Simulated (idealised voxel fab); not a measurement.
The process module that follows is named voxel tone inversion.
Cross-section cut spans 260 nm and uses square cells 5 nm in size.
Heads up, the way a cross-section reads in here is a grid of square cells, handed over as bands from the top down, with every band being one or more rows of cells. First you get the band's top height and its bottom height, in nm, and then the materials it's made of, left to right, with each width in nm. If you see a single material with "edge to edge", that one covers the band edge to edge. "air" is empty space. Zero point of the height axis is 0; under it, received wafer = one material. Lowest band: continues down indefinitely, "z 0 and below". You'd read "30..40" like this: the band's top row of cells is as wide as the first number, its bottom row is as wide as the second, and going down, every row changes width by the same amount as the row before did. No cell of the cross-section changed in a step that is given as "nothing got changed". "Unvented internal voids" lists enclosed empty spaces (at least 8 cells, no open path upward to the top), each as width x height at distance from the left edge, in nm. after a step's settings: what the simulator itself notes on the step. "overlay nm" answers the question of how far to the right of plan the mask lay on a step that has a mask, and when it is negative the answer is to the left.

**plan**
1,RECEIVE | material Si
2,CONFORMAL_DEP | material SiCN | thk nm 10
3,DIRECTIONAL_DEP | material aC | thk nm 25
4,PATTERN | tone cover | mask id POSTS | material resist | width nm 25 | pitch nm 55 | thk nm 35 | overlay nm 0
5,DIRECTIONAL_ETCH | etch materials aC | depth nm 25
6,STRIP | etch materials resist
7,FILL_DEP | material SiO2 | thk nm 5
8,CMP | height nm 25
9,STRIP | etch materials aC
For this document, wafers share an identical start and vary in the step 8 height nm; the plan quotes the first wafer's value.

**First of several wafers (as received, post step 1), cross-sectional view**
> z 0 and below: Si edge to edge
> Unvented internal voids: none

**Where each wafer stands at the end of the module, a row apiece: cells of each material gained (+) or lost (-) since it was received, then closed voids**
height nm 25, +104 SiCN, +111 SiO2, Unvented internal voids: none
height nm 30, +104 SiCN, +148 SiO2, Unvented internal voids: none
height nm 35, +104 SiCN, +185 SiO2, Unvented internal voids: none
height nm 40, +104 SiCN, +237 SiO2, +75 aC, Unvented internal voids: none
